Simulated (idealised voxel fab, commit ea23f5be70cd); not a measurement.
voxel spacer lines: a process module
Square cell edge 5 nm, section width 265 nm, ID cut.
A cross-section is a grid of square cells, given in bands from the top down. A band is one or more rows of cells.
Heads up on the band format: heights come first, top then bottom, in nm. After that it's the materials left to right, each with its width in nm. A single material flagged "throughout" fills the whole band edge to edge, and "empty" means there's empty space there.
Measure heights from 0. That's the level where, below it, the as-received wafer is all one material. The lowest band is bottomless and extends downward; write it as in "z 0 and below".
So if you see something like "30 to 40" for the width, read it as the top row of the band sitting at the first number and the bottom row at the second, with every row in between moving by the same amount as the last.
Take "no modifications" at face value: in the step it is given for, the cross-section changed in none of its cells.
Closed void roster: empty space of 8 cells or more with no open way to the top, each as width x height at its distance from the left edge, in nm
That trailing text on a step's line, after the settings, is the simulator's own remark on the step.
Each step line may optionally specify "overlay nm", which for a step with a mask gives the rightward distance between the mask's planned place and where it lay, a negative value indicating the leftward direction.
Below is the list of planned process steps
1 RECEIVE with material Si
2 CONFORMAL_DEP with material Al2O3, thk nm 10
3 DIRECTIONAL_DEP with material W, thk nm 10
4 DIRECTIONAL_DEP with material polySi, thk nm 25
5 PATTERN with tone cover, mask id MANDREL, material resist, width nm 20, pitch nm 70, thk nm 30, overlay nm 0
6 DIRECTIONAL_ETCH with etch materials polySi, depth nm 25
7 STRIP with etch materials resist
8 CONFORMAL_DEP with material SiO2, thk nm 15
9 DIRECTIONAL_ETCH with etch materials SiO2, depth nm 15
10 STRIP with etch materials polySi
11 DIRECTIONAL_ETCH with etch materials W, depth nm 10
12 STRIP with etch materials SiO2
Cross-sectional view of the wafer in its as-received condition, corresponding to the state after step 1
> z 0 and below | Si throughout
> Closed void roster: none
Cross-section, end of module. Start: as above. Plan: as above. Execution: one mistake
> z 50 to 45 | 70 of empty; 50 of W; 20 of empty; 50 of W; 75 of empty
> z 45 to 25 | 70 of empty; 15 of W; 20 of polySi; 15 of W; 20 of empty; 15 of W; 20 of polySi; 15 of W; 75 of empty
> z 25 to 20 | 85 of W; 20 of polySi; 50 of W; 20 of polySi; 90 of W
> z 20 to 10 | W throughout
> z 10 to 0 | Al2O3 throughout
> z 0 and below | Si throughout
> Closed void roster: none
So what did we get wrong on this run? it should be noted that step 8 was executed with settings other than those planned, the operation and settings actually applied being CONFORMAL_DEP with material W, thk nm 15
